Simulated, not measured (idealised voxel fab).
Documented hereafter: the process module known as voxel capacitor over wiring.
For reference, the cross-section in this document is cut, with width 270 nm and square cells of 5 nm.
The cross-sections in this document take the form of a grid made of square cells. They are written out as bands, in order from top to bottom. Each band consists of one or more rows of cells. What a band's entry tells you: where the top is and where the bottom is, as heights in nm, and after that what lies inside, material by material from left to right, each with its width in nm. Empty space is written as the word "blank", and a single material marked with the word "edge to edge" occupies the band from edge to edge. Heights are reckoned from 0. Under this level, the received wafer is all of one material. The bottommost band is open-ended downward, for example "0 down". Width spec "30 to 40" -> top row of cells at first value, bottom row at second value, equal per-row change in between. "all unchanged", as given for a step, is the statement that not any cell of the cross-section underwent a change during that step. Empty spaces without an open route to the top, at least 8 cells in extent, make up the entry "Non-vented voids"; each is given as width x height at distance, where the distance is measured from the left edge, and all are in nm. Anything after a step's settings on that line? It's the simulator's own note about the step. overlay nm: mask right of planned place by this much (step with mask). Neg. = left.
Process steps - plan
step 1: op RECEIVE | material Si
step 2: op CONFORMAL_DEP | material SiO2 | thk nm 15
step 3: op CONFORMAL_DEP | material SiCN | thk nm 5
step 4: op DIRECTIONAL_DEP | material lowk | thk nm 25
step 5: op MASKED_ETCH | tone open | mask id METAL_1 | width nm 20 | pitch nm 90 | etch materials lowk | depth nm 25 | overlay nm 0
step 6: op MASKED_ETCH | tone open | mask id METAL_1 | width nm 20 | pitch nm 90 | etch materials SiCN | depth nm 5 | overlay nm 0
step 7: op CONFORMAL_DEP | material TiN | thk nm 5
step 8: op FILL_DEP | material W | thk nm 5
step 9: op CMP | height nm 45
step 10: op CONFORMAL_DEP | material SiCN | thk nm 5
step 11: op DIRECTIONAL_DEP | material lowk | thk nm 20
step 12: op MASKED_ETCH | tone open | mask id PLUG_1 | width nm 15 | etch materials lowk | depth nm 20 | overlay nm 0
step 13: op MASKED_ETCH | tone open | mask id PLUG_1 | width nm 15 | etch materials SiCN | depth nm 5 | overlay nm 0
step 14: op CONFORMAL_DEP | material TiN | thk nm 5
step 15: op FILL_DEP | material Ru | thk nm 5
step 16: op CMP | height nm 70
step 17: op DIRECTIONAL_DEP | material TiN | thk nm 10
step 18: op DIRECTIONAL_DEP | material HfO2 | thk nm 5
step 19: op DIRECTIONAL_DEP | material TiN | thk nm 10
step 20: op MASKED_ETCH | tone cover | mask id UPPER_PLATE | width nm 75 | etch materials TiN | depth nm 10 | overlay nm 0
step 21: op MASKED_ETCH | tone cover | mask id UPPER_PLATE | width nm 75 | etch materials HfO2 | depth nm 5 | overlay nm 0
step 22: op PATTERN | tone cover | mask id LOWER_PLATE | material resist | width nm 85 | thk nm 15 | overlay nm 0
step 23: op DIRECTIONAL_ETCH | etch materials TiN | depth nm 10
step 24: op STRIP | etch materials resist
step 25: op FILL_DEP | material SiO2 | thk nm 15
step 26: op CMP | height nm 105
step 27: op DIRECTIONAL_DEP | material aC | thk nm 10
step 28: op PATTERN | tone open | mask id PLUG_2 | material resist | width nm 15 | thk nm 30 | overlay nm 0
step 29: op DIRECTIONAL_ETCH | etch materials aC | depth nm 10
step 30: op STRIP | etch materials resist
step 31: op DIRECTIONAL_ETCH | etch materials SiO2 | depth nm 10
step 32: op STRIP | etch materials aC
step 33: op CONFORMAL_DEP | material TiN | thk nm 5
step 34: op FILL_DEP | material Ru | thk nm 5
step 35: op CMP | height nm 105
step 36: op CONFORMAL_DEP | material SiN | thk nm 5
As-received state of the wafer in cross-section, equivalent to post-step 1
* 0 down: Si edge to edge
* Non-vented voids: none
Look at the cross-section after the module: the wafer started out the way shown above and the plan was the one shown above, yet one mistake was made along the way
* 110 to 105: SiN edge to edge
* 105 to 100: 95 nm SiO2  5 nm TiN  5 nm Ru  5 nm TiN  160 nm SiO2
* 100 to 95: 95 nm SiO2  15 nm TiN  160 nm SiO2
* 95 to 85: 85 nm SiO2  75 nm TiN  110 nm SiO2
* 85 to 80: 85 nm SiO2  75 nm HfO2  110 nm SiO2
* 80 to 70: 80 nm SiO2  85 nm TiN  105 nm SiO2
* 70 to 50: 85 nm lowk  5 nm TiN  5 nm Ru  5 nm TiN  170 nm lowk
* 50 to 45: 85 nm SiCN  15 nm TiN  170 nm SiCN
* 45 to 35: 80 nm lowk  5 nm TiN  10 nm W  5 nm TiN  70 nm lowk  5 nm TiN  10 nm W  5 nm TiN  80 nm lowk
* 35 to 30: 80 nm SiCN  20 nm TiN  70 nm SiCN  20 nm TiN  80 nm SiCN
* 30 to 0: SiO2 edge to edge
* 0 down: Si edge to edge
* Non-vented voids: none
Nonconformance to the process plan: step 2 was run twice
